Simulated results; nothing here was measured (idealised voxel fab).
The process module presented herein is designated voxel capacitor over wiring.
Each square cell in cross-section cut measures 5 nm, and the section as a whole is 195 nm wide.
If you're reading a cross-section in this doc, picture square cells in a grid; it comes to you as bands, top ones listed first down to the bottom, and a band can be one or more rows of cells. Each band's line starts with the height of the band's top and of its bottom, in nm. Then come its materials from left to right, each with its width in nm. One material with "all across" fills the band from edge to edge. "blank" is empty space. Below 0: as-received wafer, all one material; heights counted from there. Lowest band: no bottom, goes on down, written "from 0 down". Note: "30 to 40" means the width goes from the first number (top row of the band) to the second number (bottom row) in equal steps per row of cells. The cross-section has no changed cell in any step marked "stayed the same". Empty spaces without an open route to the top, at least 8 cells in extent, make up the entry "Catalogued sealed voids"; each is given as width x height at distance, where the distance is measured from the left edge, and all are in nm. Read whatever lies past the settings on a step's line as the simulator's own remark about the step. Each step line may optionally specify "overlay nm", which for a step with a mask gives the rightward distance between the mask's planned place and where it lay, a negative value indicating the leftward direction.

Process steps foreseen in the plan:
1,RECEIVE (material Si)
2,CONFORMAL_DEP (material SiO2; thk nm 15)
3,CONFORMAL_DEP (material SiN; thk nm 5)
4,DIRECTIONAL_DEP (material lowk; thk nm 15)
5,DIRECTIONAL_DEP (material aC; thk nm 15)
6,PATTERN (tone open; mask id METAL_1; material resist; width nm 30; pitch nm 80; thk nm 30; overlay nm 0)
7,DIRECTIONAL_ETCH (etch materials aC; depth nm 15)
8,STRIP (etch materials resist)
9,DIRECTIONAL_ETCH (etch materials lowk; depth nm 15)
10,DIRECTIONAL_ETCH (etch materials SiN; depth nm 5)
11,STRIP (etch materials aC)
12,CONFORMAL_DEP (material TiN; thk nm 5)
13,FILL_DEP (material Ru; thk nm 10)
14,CMP (height nm 35)
15,CONFORMAL_DEP (material SiCN; thk nm 5)
16,DIRECTIONAL_DEP (material SiO2; thk nm 15)
17,MASKED_ETCH (tone open; mask id PLUG_1; width nm 15; etch materials SiO2; depth nm 15; overlay nm 0)
18,MASKED_ETCH (tone open; mask id PLUG_1; width nm 15; etch materials SiCN; depth nm 5; overlay nm 0)
19,EPI (material Ru; thk nm 10)
20,EPI (material Ru; thk nm 10)
21,DIRECTIONAL_DEP (material TiN; thk nm 5)
22,DIRECTIONAL_DEP (material HfO2; thk nm 5)
23,DIRECTIONAL_DEP (material TiN; thk nm 5)
24,MASKED_ETCH (tone cover; mask id UPPER_PLATE; width nm 55; etch materials TiN; depth nm 5; overlay nm 0)
25,MASKED_ETCH (tone cover; mask id UPPER_PLATE; width nm 55; etch materials HfO2; depth nm 5; overlay nm 0)
26,MASKED_ETCH (tone cover; mask id LOWER_PLATE; width nm 65; etch materials TiN; depth nm 5; overlay nm 0)
27,FILL_DEP (material SiO2; thk nm 20)
28,CMP (height nm 85)
29,PATTERN (tone open; mask id PLUG_2; material resist; width nm 15; thk nm 15; overlay nm 0)
30,DIRECTIONAL_ETCH (etch materials SiO2; depth nm 15)
31,STRIP (etch materials resist)
32,CONFORMAL_DEP (material TiN; thk nm 5)
33,FILL_DEP (material W; thk nm 5)
34,CMP (height nm 85)
35,CONFORMAL_DEP (material SiCN; thk nm 5)

Wafer at receipt (post step 1), cross-section:
from 0 down | Si all across
Catalogued sealed voids: none

Post-module cross-section of the first of two wafers (run per plan):
from 90 to 85 | SiCN all across
from 85 to 75 | SiO2: 65, TiN: 5, W: 5, TiN: 5, SiO2: 115
from 75 to 65 | SiO2: 65 to 55, TiN: 15 to 55, SiO2: 115 to 85
from 65 to 60 | SiO2: 55, HfO2: 55, SiO2: 85
from 60 to 55 | SiO2: 50, TiN: 65, SiO2: 80
from 55 to 40 | SiO2: 55, Ru: 15, SiO2: 125
from 40 to 35 | SiCN: 55, Ru: 15, SiCN: 125
from 35 to 20 | lowk: 40, TiN: 5, Ru: 20, TiN: 5, lowk: 50, TiN: 5, Ru: 20, TiN: 5, lowk: 45
from 20 to 15 | SiN: 40, TiN: 30, SiN: 50, TiN: 30, SiN: 45
from 15 to 0 | SiO2 all across
from 0 down | Si all across
Catalogued sealed voids: none

Second wafer through the module, sectioned at the end: same beginning and same plan as the first wafer, with one mistake in carrying it out:
from 90 to 85 | SiCN all across
from 85 to 75 | SiO2: 65 to 55, TiN: 15 to 25, SiO2: 115
from 75 to 70 | SiO2: 55, HfO2: 25, SiO2: 115
from 70 to 65 | SiO2: 50, TiN: 60, SiO2: 85
from 65 to 60 | SiO2: 45, Ru: 35, HfO2: 30, SiO2: 85
from 60 to 55 | SiO2: 45, Ru: 35, TiN: 35, SiO2: 80
from 55 to 40 | SiO2: 55, Ru: 15, SiO2: 125
from 40 to 35 | SiCN: 55, Ru: 15, SiCN: 125
from 35 to 20 | lowk: 40, TiN: 5, Ru: 20, TiN: 5, lowk: 50, TiN: 5, Ru: 20, TiN: 5, lowk: 45
from 20 to 15 | SiN: 40, TiN: 30, SiN: 50, TiN: 30, SiN: 45
from 15 to 0 | SiO2 all across
from 0 down | Si all across
Catalogued sealed voids: none
Want to know what went wrong? one of steps 19 and 20 run twice (steps identical, which one unknown)
Final cells, second wafer relative to first, materials higher or lower: Ru: 14 more, SiO2: 8 fewer, TiN: 4 fewer, W: 2 fewer
